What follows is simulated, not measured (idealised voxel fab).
A process module follows: voxel wiring stack.
Xsec cut, 200 nm wide, square cell size 5 nm.
If you're reading a cross-section in this doc, picture square cells in a grid; it comes to you as bands, top ones listed first down to the bottom, and a band can be one or more rows of cells. A band entry consists of two parts. The first gives the height of the band's top and the height of its bottom, in nm. The rest lists the band's materials from left to right, each with its width in nm. A single material labelled with the word "throughout" fills the band from edge to edge, and the word "air" marks empty space. Heads up on the height convention: 0 is the point under which the incoming wafer is all one material, and the lowest band has no bottom, it just keeps going down, like "z 0 and below". The expression "30->40" gives the width at the extremes of the band, the first number at its top row of cells and the second at its bottom row, with the width changing by equal amounts from each row to the next in between. No cell of the cross-section changed in a step that is given as "remains unaltered". Sealed cavities: empty space of 8 cells or more with no open way to the top, each as width x height at its distance from the left edge, in nm. Where a step's line continues beyond its settings, the continuation is a remark by the simulator itself on that step. What "overlay nm" on a step's line means: if the step has a mask, that mask lay this far to the right of its planned place, or, when the value is negative, to the left.
List of planned process steps
1) RECEIVE | material Si
2) CONFORMAL_DEP | material SiO2 | thk nm 10
3) DIRECTIONAL_DEP | material TiN | thk nm 5
4) DIRECTIONAL_DEP | material W | thk nm 15
5) DIRECTIONAL_DEP | material aC | thk nm 10
6) PATTERN | tone cover | mask id METAL_1 | material resist | width nm 30 | pitch nm 60 | thk nm 25 | overlay nm 0
7) DIRECTIONAL_ETCH | etch materials aC | depth nm 10
8) STRIP | etch materials resist
9) DIRECTIONAL_ETCH | etch materials W | depth nm 15
10) DIRECTIONAL_ETCH | etch materials TiN | depth nm 5
11) STRIP | etch materials aC
12) FILL_DEP | material lowk | thk nm 10
13) CMP | height nm 30
14) CONFORMAL_DEP | material SiCN | thk nm 5
15) DIRECTIONAL_DEP | material SiO2 | thk nm 30
16) MASKED_ETCH | tone open | mask id METAL_2_HOLES | width nm 15 | pitch nm 120 | etch materials SiO2 | depth nm 30 | overlay nm 0
17) MASKED_ETCH | tone open | mask id METAL_2 | width nm 30 | pitch nm 60 | etch materials SiO2 | depth nm 15 | overlay nm 0
18) MASKED_ETCH | tone open | mask id METAL_2 | width nm 30 | pitch nm 60 | etch materials SiCN | depth nm 5 | overlay nm 0
19) CONFORMAL_DEP | material TiN | thk nm 5
20) FILL_DEP | material Ru | thk nm 5
21) CMP | height nm 65
22) CONFORMAL_DEP | material SiCN | thk nm 5
23) DIRECTIONAL_DEP | material SiO2 | thk nm 15
24) MASKED_ETCH | tone open | mask id PLUG_2 | width nm 15 | pitch nm 60 | etch materials SiO2 | depth nm 15 | overlay nm 0
25) MASKED_ETCH | tone open | mask id PLUG_2 | width nm 15 | pitch nm 60 | etch materials SiCN | depth nm 5 | overlay nm 0
26) EPI | material Ru | thk nm 10
27) EPI | material Ru | thk nm 10
28) CONFORMAL_DEP | material SiN | thk nm 5
29) DIRECTIONAL_DEP | material SiO2 | thk nm 25
30) PATTERN | tone open | mask id METAL_3 | material resist | width nm 30 | pitch nm 60 | thk nm 20 | overlay nm 0
31) DIRECTIONAL_ETCH | etch materials SiO2 | depth nm 25
32) DIRECTIONAL_ETCH | etch materials SiN | depth nm 5
33) STRIP | etch materials resist
34) CONFORMAL_DEP | material TiN | thk nm 5
35) FILL_DEP | material Ru | thk nm 5
36) CMP | height nm 115
37) CONFORMAL_DEP | material SiN | thk nm 5
The first of two wafers, run as planned
Cross-section of the incoming wafer, state after step 1
* z 0 and below | Si throughout
* Sealed cavities: none
Cross-section of the wafer subsequent to step 2
* z 10 to 0 | SiO2 throughout
* No changes below 0.
Cross-section of the wafer subsequent to step 3
* z 15 to 10 | TiN throughout
* No changes below 10.
Cross-section of the wafer subsequent to step 4
* z 30 to 15 | W throughout
* No changes below 15.
Cross-section of the wafer subsequent to step 5
* z 40 to 30 | aC throughout
* No changes below 30.
Cross-section of the wafer subsequent to step 6
* z 65 to 40 | 25 of air; 30 of resist; 30 of air; 30 of resist; 30 of air; 30 of resist; 25 of air
* No changes below 40.
Cross-section of the wafer subsequent to step 7
* z 55 to 40 | 25 of air; 30 of resist; 30 of air; 30 of resist; 30 of air; 30 of resist; 25 of air
* z 40 to 30 | 25 of air; 30 of aC; 30 of air; 30 of aC; 30 of air; 30 of aC; 25 of air
* No changes below 30.
Cross-section of the wafer subsequent to step 8
* z 40 to 30 | 25 of air; 30 of aC; 30 of air; 30 of aC; 30 of air; 30 of aC; 25 of air
* No changes below 30.
Cross-section of the wafer subsequent to step 9
* z 40 to 30 | 25 of air; 30 of aC; 30 of air; 30 of aC; 30 of air; 30 of aC; 25 of air
* z 30 to 15 | 25 of air; 30 of W; 30 of air; 30 of W; 30 of air; 30 of W; 25 of air
* No changes below 15.
Cross-section of the wafer subsequent to step 10
* z 40 to 30 | 25 of air; 30 of aC; 30 of air; 30 of aC; 30 of air; 30 of aC; 25 of air
* z 30 to 15 | 25 of air; 30 of W; 30 of air; 30 of W; 30 of air; 30 of W; 25 of air
* z 15 to 10 | 25 of air; 30 of TiN; 30 of air; 30 of TiN; 30 of air; 30 of TiN; 25 of air
* No changes below 10.
Cross-section of the wafer subsequent to step 11
* z 30 to 15 | 25 of air; 30 of W; 30 of air; 30 of W; 30 of air; 30 of W; 25 of air
* No changes below 15.
Cross-section of the wafer subsequent to step 12
* z 40 to 30 | lowk throughout
* z 30 to 15 | 25 of lowk; 30 of W; 30 of lowk; 30 of W; 30 of lowk; 30 of W; 25 of lowk
* z 15 to 10 | 25 of lowk; 30 of TiN; 30 of lowk; 30 of TiN; 30 of lowk; 30 of TiN; 25 of lowk
* No changes below 10.
Cross-section of the wafer subsequent to step 13
* z 30 to 15 | 25 of lowk; 30 of W; 30 of lowk; 30 of W; 30 of lowk; 30 of W; 25 of lowk
* No changes below 15.
Cross-section of the wafer subsequent to step 14
* z 35 to 30 | SiCN throughout
* No changes below 30.
Cross-section of the wafer subsequent to step 15
* z 65 to 35 | SiO2 throughout
* No changes below 35.
Cross-section of the wafer subsequent to step 16
* z 65 to 35 | 25 of SiO2; 15 of air; 105 of SiO2; 15 of air; 40 of SiO2
* No changes below 35.
Cross-section of the wafer subsequent to step 17
* z 65 to 50 | 25 of SiO2; 30 of air; 30 of SiO2; 30 of air; 30 of SiO2; 30 of air; 25 of SiO2
* No changes below 50.
Cross-section of the wafer subsequent to step 18
* z 65 to 50 | 25 of SiO2; 30 of air; 30 of SiO2; 30 of air; 30 of SiO2; 30 of air; 25 of SiO2
* z 50 to 35 | 25 of SiO2; 15 of air; 105 of SiO2; 15 of air; 40 of SiO2
* z 35 to 30 | 25 of SiCN; 15 of air; 105 of SiCN; 15 of air; 40 of SiCN
* No changes below 30.
Cross-section of the wafer subsequent to step 19
* z 70 to 65 | 30 of TiN; 20 of air; 40 of TiN; 20 of air; 40 of TiN; 20 of air; 30 of TiN
* z 65 to 55 | 25 of SiO2; 5 of TiN; 20 of air; 5 of TiN; 30 of SiO2; 5 of TiN; 20 of air; 5 of TiN; 30 of SiO2; 5 of TiN; 20 of air; 5 of TiN; 25 of SiO2
* z 55 to 50 | 25 of SiO2; 5 of TiN; 5 of air; 20 of TiN; 30 of SiO2; 30 of TiN; 30 of SiO2; 5 of TiN; 5 of air; 20 of TiN; 25 of SiO2
* z 50 to 35 | 25 of SiO2; 5 of TiN; 5 of air; 5 of TiN; 105 of SiO2; 5 of TiN; 5 of air; 5 of TiN; 40 of SiO2
* z 35 to 30 | 25 of SiCN; 15 of TiN; 105 of SiCN; 15 of TiN; 40 of SiCN
* No changes below 30.
Cross-section of the wafer subsequent to step 20
* z 75 to 70 | Ru throughout
* z 70 to 65 | 30 of TiN; 20 of Ru; 40 of TiN; 20 of Ru; 40 of TiN; 20 of Ru; 30 of TiN
* z 65 to 55 | 25 of SiO2; 5 of TiN; 20 of Ru; 5 of TiN; 30 of SiO2; 5 of TiN; 20 of Ru; 5 of TiN; 30 of SiO2; 5 of TiN; 20 of Ru; 5 of TiN; 25 of SiO2
* z 55 to 50 | 25 of SiO2; 5 of TiN; 5 of Ru; 20 of TiN; 30 of SiO2; 30 of TiN; 30 of SiO2; 5 of TiN; 5 of Ru; 20 of TiN; 25 of SiO2
* z 50 to 35 | 25 of SiO2; 5 of TiN; 5 of Ru; 5 of TiN; 105 of SiO2; 5 of TiN; 5 of Ru; 5 of TiN; 40 of SiO2
* No changes below 35.
Cross-section of the wafer subsequent to step 21
* z 65 to 55 | 25 of SiO2; 5 of TiN; 20 of Ru; 5 of TiN; 30 of SiO2; 5 of TiN; 20 of Ru; 5 of TiN; 30 of SiO2; 5 of TiN; 20 of Ru; 5 of TiN; 25 of SiO2
* No changes below 55.
Cross-section of the wafer subsequent to step 22
* z 70 to 65 | SiCN throughout
* No changes below 65.
Cross-section of the wafer subsequent to step 23
* z 85 to 70 | SiO2 throughout
* No changes below 70.
Cross-section of the wafer subsequent to step 24
* z 85 to 70 | 25 of SiO2; 15 of air; 45 of SiO2; 15 of air; 45 of SiO2; 15 of air; 40 of SiO2
* No changes below 70.
Cross-section of the wafer subsequent to step 25
* z 85 to 70 | 25 of SiO2; 15 of air; 45 of SiO2; 15 of air; 45 of SiO2; 15 of air; 40 of SiO2
* z 70 to 65 | 25 of SiCN; 15 of air; 45 of SiCN; 15 of air; 45 of SiCN; 15 of air; 40 of SiCN
* No changes below 65.
Cross-section of the wafer subsequent to step 26
* z 85 to 75 | 25 of SiO2; 15 of air; 45 of SiO2; 15 of air; 45 of SiO2; 15 of air; 40 of SiO2
* z 75 to 70 | 25 of SiO2; 15 of Ru; 45 of SiO2; 15 of Ru; 45 of SiO2; 15 of Ru; 40 of SiO2
* z 70 to 65 | 25 of SiCN; 15 of Ru; 45 of SiCN; 15 of Ru; 45 of SiCN; 15 of Ru; 40 of SiCN
* No changes below 65.
Cross-section of the wafer subsequent to step 27
* z 85 to 70 | 25 of SiO2; 15 of Ru; 45 of SiO2; 15 of Ru; 45 of SiO2; 15 of Ru; 40 of SiO2
* No changes below 70.
Cross-section of the wafer subsequent to step 28
* z 90 to 85 | SiN throughout
* No changes below 85.
Cross-section of the wafer subsequent to step 29
* z 115 to 90 | SiO2 throughout
* No changes below 90.
Cross-section of the wafer subsequent to step 30
* z 135 to 115 | 25 of resist; 30 of air; 30 of resist; 30 of air; 30 of resist; 30 of air; 25 of resist
* No changes below 115.
Cross-section of the wafer subsequent to step 31
* z 135 to 115 | 25 of resist; 30 of air; 30 of resist; 30 of air; 30 of resist; 30 of air; 25 of resist
* z 115 to 90 | 25 of SiO2; 30 of air; 30 of SiO2; 30 of air; 30 of SiO2; 30 of air; 25 of SiO2
* No changes below 90.
Cross-section of the wafer subsequent to step 32
* z 135 to 115 | 25 of resist; 30 of air; 30 of resist; 30 of air; 30 of resist; 30 of air; 25 of resist
* z 115 to 90 | 25 of SiO2; 30 of air; 30 of SiO2; 30 of air; 30 of SiO2; 30 of air; 25 of SiO2
* z 90 to 85 | 25 of SiN; 30 of air; 30 of SiN; 30 of air; 30 of SiN; 30 of air; 25 of SiN
* No changes below 85.
Cross-section of the wafer subsequent to step 33
* z 115 to 90 | 25 of SiO2; 30 of air; 30 of SiO2; 30 of air; 30 of SiO2; 30 of air; 25 of SiO2
* No changes below 90.
Cross-section of the wafer subsequent to step 34
* z 120 to 115 | 30 of TiN; 20 of air; 40 of TiN; 20 of air; 40 of TiN; 20 of air; 30 of TiN
* z 115 to 90 | 25 of SiO2; 5 of TiN; 20 of air; 5 of TiN; 30 of SiO2; 5 of TiN; 20 of air; 5 of TiN; 30 of SiO2; 5 of TiN; 20 of air; 5 of TiN; 25 of SiO2
* z 90 to 85 | 25 of SiN; 30 of TiN; 30 of SiN; 30 of TiN; 30 of SiN; 30 of TiN; 25 of SiN
* No changes below 85.
Cross-section of the wafer subsequent to step 35
* z 125 to 120 | Ru throughout
* z 120 to 115 | 30 of TiN; 20 of Ru; 40 of TiN; 20 of Ru; 40 of TiN; 20 of Ru; 30 of TiN
* z 115 to 90 | 25 of SiO2; 5 of TiN; 20 of Ru; 5 of TiN; 30 of SiO2; 5 of TiN; 20 of Ru; 5 of TiN; 30 of SiO2; 5 of TiN; 20 of Ru; 5 of TiN; 25 of SiO2
* No changes below 90.
Cross-section of the wafer subsequent to step 36
* z 115 to 90 | 25 of SiO2; 5 of TiN; 20 of Ru; 5 of TiN; 30 of SiO2; 5 of TiN; 20 of Ru; 5 of TiN; 30 of SiO2; 5 of TiN; 20 of Ru; 5 of TiN; 25 of SiO2
* No changes below 90.
Cross-section of the wafer subsequent to step 37
* z 120 to 115 | SiN throughout
* No changes below 115.
It is to be noted that the second wafer proceeded from the same initial state and according to the same plan as the first, although one mistake was committed in its execution; through step 13, inclusive, the two wafers share an identical history
Cross-section of the second wafer at the time by which step 14 should have been completed according to the plan
* z 60 to 30 | SiO2 throughout
* No changes below 30.
Cross-section of the second wafer at the time by which step 15 should have been completed according to the plan
* z 65 to 60 | SiCN throughout
* No changes below 60.
Cross-section of the second wafer at the time by which step 16 should have been completed according to the plan: remains unaltered
Cross-section of the second wafer at the time by which step 17 should have been completed according to the plan: remains unaltered
Cross-section of the second wafer at the time by which step 18 should have been completed according to the plan
* z 65 to 60 | 25 of SiCN; 30 of air; 30 of SiCN; 30 of air; 30 of SiCN; 30 of air; 25 of SiCN
* No changes below 60.
Cross-section of the second wafer at the time by which step 19 should have been completed according to the plan
* z 70 to 65 | 30 of TiN; 20 of air; 40 of TiN; 20 of air; 40 of TiN; 20 of air; 30 of TiN
* z 65 to 60 | 25 of SiCN; 30 of TiN; 30 of SiCN; 30 of TiN; 30 of SiCN; 30 of TiN; 25 of SiCN
* No changes below 60.
Cross-section of the second wafer at the time by which step 20 should have been completed according to the plan
* z 75 to 70 | Ru throughout
* z 70 to 65 | 30 of TiN; 20 of Ru; 40 of TiN; 20 of Ru; 40 of TiN; 20 of Ru; 30 of TiN
* No changes below 65.
Cross-section of the second wafer at the time by which step 21 should have been completed according to the plan
* z 65 to 60 | 25 of SiCN; 30 of TiN; 30 of SiCN; 30 of TiN; 30 of SiCN; 30 of TiN; 25 of SiCN
* No changes below 60.
Cross-section of the second wafer at the time by which step 22 should have been completed according to the plan
* z 70 to 65 | SiCN throughout
* No changes below 65.
Cross-section of the second wafer at the time by which step 23 should have been completed according to the plan
* z 85 to 70 | SiO2 throughout
* No changes below 70.
Cross-section of the second wafer at the time by which step 24 should have been completed according to the plan
* z 85 to 70 | 25 of SiO2; 15 of air; 45 of SiO2; 15 of air; 45 of SiO2; 15 of air; 40 of SiO2
* No changes below 70.
Cross-section of the second wafer at the time by which step 25 should have been completed according to the plan
* z 85 to 70 | 25 of SiO2; 15 of air; 45 of SiO2; 15 of air; 45 of SiO2; 15 of air; 40 of SiO2
* z 70 to 65 | 25 of SiCN; 15 of air; 45 of SiCN; 15 of air; 45 of SiCN; 15 of air; 40 of SiCN
* No changes below 65.
Cross-section of the second wafer at the time by which step 26 should have been completed according to the plan
* z 85 to 75 | 25 of SiO2; 15 of air; 45 of SiO2; 15 of air; 45 of SiO2; 15 of air; 40 of SiO2
* z 75 to 70 | 25 of SiO2; 15 of Ru; 45 of SiO2; 15 of Ru; 45 of SiO2; 15 of Ru; 40 of SiO2
* z 70 to 65 | 25 of SiCN; 15 of Ru; 45 of SiCN; 15 of Ru; 45 of SiCN; 15 of Ru; 40 of SiCN
* No changes below 65.
Cross-section of the second wafer at the time by which step 27 should have been completed according to the plan
* z 85 to 70 | 25 of SiO2; 15 of Ru; 45 of SiO2; 15 of Ru; 45 of SiO2; 15 of Ru; 40 of SiO2
* No changes below 70.
Cross-section of the second wafer at the time by which step 28 should have been completed according to the plan
* z 90 to 85 | SiN throughout
* No changes below 85.
Cross-section of the second wafer at the time by which step 29 should have been completed according to the plan
* z 115 to 90 | SiO2 throughout
* No changes below 90.
Cross-section of the second wafer at the time by which step 30 should have been completed according to the plan
* z 135 to 115 | 25 of resist; 30 of air; 30 of resist; 30 of air; 30 of resist; 30 of air; 25 of resist
* No changes below 115.
Cross-section of the second wafer at the time by which step 31 should have been completed according to the plan
* z 135 to 115 | 25 of resist; 30 of air; 30 of resist; 30 of air; 30 of resist; 30 of air; 25 of resist
* z 115 to 90 | 25 of SiO2; 30 of air; 30 of SiO2; 30 of air; 30 of SiO2; 30 of air; 25 of SiO2
* No changes below 90.
Cross-section of the second wafer at the time by which step 32 should have been completed according to the plan
* z 135 to 115 | 25 of resist; 30 of air; 30 of resist; 30 of air; 30 of resist; 30 of air; 25 of resist
* z 115 to 90 | 25 of SiO2; 30 of air; 30 of SiO2; 30 of air; 30 of SiO2; 30 of air; 25 of SiO2
* z 90 to 85 | 25 of SiN; 30 of air; 30 of SiN; 30 of air; 30 of SiN; 30 of air; 25 of SiN
* No changes below 85.
Cross-section of the second wafer at the time by which step 33 should have been completed according to the plan
* z 115 to 90 | 25 of SiO2; 30 of air; 30 of SiO2; 30 of air; 30 of SiO2; 30 of air; 25 of SiO2
* No changes below 90.
Cross-section of the second wafer at the time by which step 34 should have been completed according to the plan
* z 120 to 115 | 30 of TiN; 20 of air; 40 of TiN; 20 of air; 40 of TiN; 20 of air; 30 of TiN
* z 115 to 90 | 25 of SiO2; 5 of TiN; 20 of air; 5 of TiN; 30 of SiO2; 5 of TiN; 20 of air; 5 of TiN; 30 of SiO2; 5 of TiN; 20 of air; 5 of TiN; 25 of SiO2
* z 90 to 85 | 25 of SiN; 30 of TiN; 30 of SiN; 30 of TiN; 30 of SiN; 30 of TiN; 25 of SiN
* No changes below 85.
Cross-section of the second wafer at the time by which step 35 should have been completed according to the plan
* z 125 to 120 | Ru throughout
* z 120 to 115 | 30 of TiN; 20 of Ru; 40 of TiN; 20 of Ru; 40 of TiN; 20 of Ru; 30 of TiN
* z 115 to 90 | 25 of SiO2; 5 of TiN; 20 of Ru; 5 of TiN; 30 of SiO2; 5 of TiN; 20 of Ru; 5 of TiN; 30 of SiO2; 5 of TiN; 20 of Ru; 5 of TiN; 25 of SiO2
* No changes below 90.
Cross-section of the second wafer at the time by which step 36 should have been completed according to the plan
* z 115 to 90 | 25 of SiO2; 5 of TiN; 20 of Ru; 5 of TiN; 30 of SiO2; 5 of TiN; 20 of Ru; 5 of TiN; 30 of SiO2; 5 of TiN; 20 of Ru; 5 of TiN; 25 of SiO2
* No changes below 90.
Cross-section of the second wafer at the time by which step 37 should have been completed according to the plan
* z 120 to 115 | SiN throughout
* No changes below 115.
It is concluded that the wafer was processed incorrectly with respect to the plan, in that plan steps 14 and 15 run swapped
Final cells, second wafer relative to first, materials higher or lower: -32 Ru | -12 SiCN | +72 SiO2 | -28 TiN
